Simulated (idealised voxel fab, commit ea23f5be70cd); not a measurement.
Process module, titled voxel tone inversion
FYI the section here is cut, 300 nm wide, cells are 5 nm squares.
A cross-section is written here as square cells arranged in a grid, and it is given in bands from the top down, each band taking up one or more rows of cells. Each band's line starts with the height of the band's top and of its bottom, in nm. Then come its materials from left to right, each with its width in nm. One material with "all across" fills the band from edge to edge. "empty" is empty space. Note: height 0 marks the level under which the wafer is uniformly one material as received. Lowest band unbounded below, written "z 0 and below". When a width is written as two numbers, as in "30->40", the first number is the width in the top row of cells of the band and the second is the width in its bottom row, and the width changes by the same amount from each row to the next. What does "all unchanged" mean for a step? It means no cell of the cross-section changed in that step. "Closed void inventory" lists enclosed empty spaces (at least 8 cells, no open path upward to the top), each as width x height at distance from the left edge, in nm. Post-settings text on a step line: simulator's own remark regarding the step. Steps that use a mask can have "overlay nm" on their line. It says how far the mask sat to the right of where it was meant to be. Negative means to the left.

-- The planned process steps are enumerated hereunder
1: RECEIVE,material Si
2: CONFORMAL_DEP,material SiN,thk nm 5
3: DIRECTIONAL_DEP,material aC,thk nm 20
4: PATTERN,tone cover,mask id POSTS,material resist,width nm 25,pitch nm 45,thk nm 25,overlay nm 0
5: DIRECTIONAL_ETCH,etch materials aC,depth nm 20
6: STRIP,etch materials resist
7: FILL_DEP,material SiO2,thk nm 10
8: CMP,height nm 25
9: STRIP,etch materials aC

-- On the first of the two wafers: run conducted according to plan

-- Cross-section of the wafer at receipt, which is the condition after step 1
    z 0 and below  Si all across
    Closed void inventory: none

-- Cross-section through the wafer, step 2 finished
    z 5 to 0  SiN all across
    Everything under 0 stays put, no change at all.

-- Cross-section through the wafer, step 3 finished
    z 25 to 5  aC all across
    Everything under 5 stays put, no change at all.

-- Cross-section through the wafer, step 4 finished
    z 50 to 25  70 of empty, 25 of resist, 20 of empty, 25 of resist, 20 of empty, 25 of resist, 20 of empty, 25 of resist, 70 of empty
    Everything under 25 stays put, no change at all.

-- Cross-section through the wafer, step 5 finished
    z 30 to 25  70 of empty, 25 of resist, 20 of empty, 25 of resist, 20 of empty, 25 of resist, 20 of empty, 25 of resist, 70 of empty
    z 25 to 5  70 of empty, 25 of aC, 20 of empty, 25 of aC, 20 of empty, 25 of aC, 20 of empty, 25 of aC, 70 of empty
    Everything under 5 stays put, no change at all.

-- Cross-section through the wafer, step 6 finished
    z 25 to 5  70 of empty, 25 of aC, 20 of empty, 25 of aC, 20 of empty, 25 of aC, 20 of empty, 25 of aC, 70 of empty
    Everything under 5 stays put, no change at all.

-- Cross-section through the wafer, step 7 finished
    z 35 to 25  SiO2 all across
    z 25 to 5  70 of SiO2, 25 of aC, 20 of SiO2, 25 of aC, 20 of SiO2, 25 of aC, 20 of SiO2, 25 of aC, 70 of SiO2
    Everything under 5 stays put, no change at all.

-- Cross-section through the wafer, step 8 finished
    z 25 to 5  70 of SiO2, 25 of aC, 20 of SiO2, 25 of aC, 20 of SiO2, 25 of aC, 20 of SiO2, 25 of aC, 70 of SiO2
    Everything under 5 stays put, no change at all.

-- Cross-section through the wafer, step 9 finished
    z 25 to 5  70 of SiO2, 25 of empty, 20 of SiO2, 25 of empty, 20 of SiO2, 25 of empty, 20 of SiO2, 25 of empty, 70 of SiO2
    Everything under 5 stays put, no change at all.

-- second wafer: like start, like plan, one mistake. Through step 3 it matches the first wafer

-- What the second wafer looks like in cross-section when step 4 should have wrapped up
    z 50 to 25  70 of resist, 25 of empty, 20 of resist, 25 of empty, 20 of resist, 25 of empty, 20 of resist, 25 of empty, 70 of resist
    Everything under 25 stays put, no change at all.

-- What the second wafer looks like in cross-section when step 5 should have wrapped up
    z 30 to 25  70 of resist, 25 of empty, 20 of resist, 25 of empty, 20 of resist, 25 of empty, 20 of resist, 25 of empty, 70 of resist
    z 25 to 5  70 of aC, 25 of empty, 20 of aC, 25 of empty, 20 of aC, 25 of empty, 20 of aC, 25 of empty, 70 of aC
    Everything under 5 stays put, no change at all.

-- What the second wafer looks like in cross-section when step 6 should have wrapped up
    z 25 to 5  70 of aC, 25 of empty, 20 of aC, 25 of empty, 20 of aC, 25 of empty, 20 of aC, 25 of empty, 70 of aC
    Everything under 5 stays put, no change at all.

-- What the second wafer looks like in cross-section when step 7 should have wrapped up
    z 35 to 25  SiO2 all across
    z 25 to 5  70 of aC, 25 of SiO2, 20 of aC, 25 of SiO2, 20 of aC, 25 of SiO2, 20 of aC, 25 of SiO2, 70 of aC
    Everything under 5 stays put, no change at all.

-- What the second wafer looks like in cross-section when step 8 should have wrapped up
    z 25 to 5  70 of aC, 25 of SiO2, 20 of aC, 25 of SiO2, 20 of aC, 25 of SiO2, 20 of aC, 25 of SiO2, 70 of aC
    Everything under 5 stays put, no change at all.

-- What the second wafer looks like in cross-section when step 9 should have wrapped up
    z 25 to 5  70 of empty, 25 of SiO2, 20 of empty, 25 of SiO2, 20 of empty, 25 of SiO2, 20 of empty, 25 of SiO2, 70 of empty
    Everything under 5 stays put, no change at all.
The mistake made against the process plan was this: for step 4, the planned setting was not used; the step was instead run as PATTERN,tone open,mask id POSTS,material resist,width nm 25,pitch nm 45,thk nm 25,overlay nm 0
In the final state, the cell counts of the second wafer exceed or fall short of those of the first for the following materials: SiO2: 80 fewer
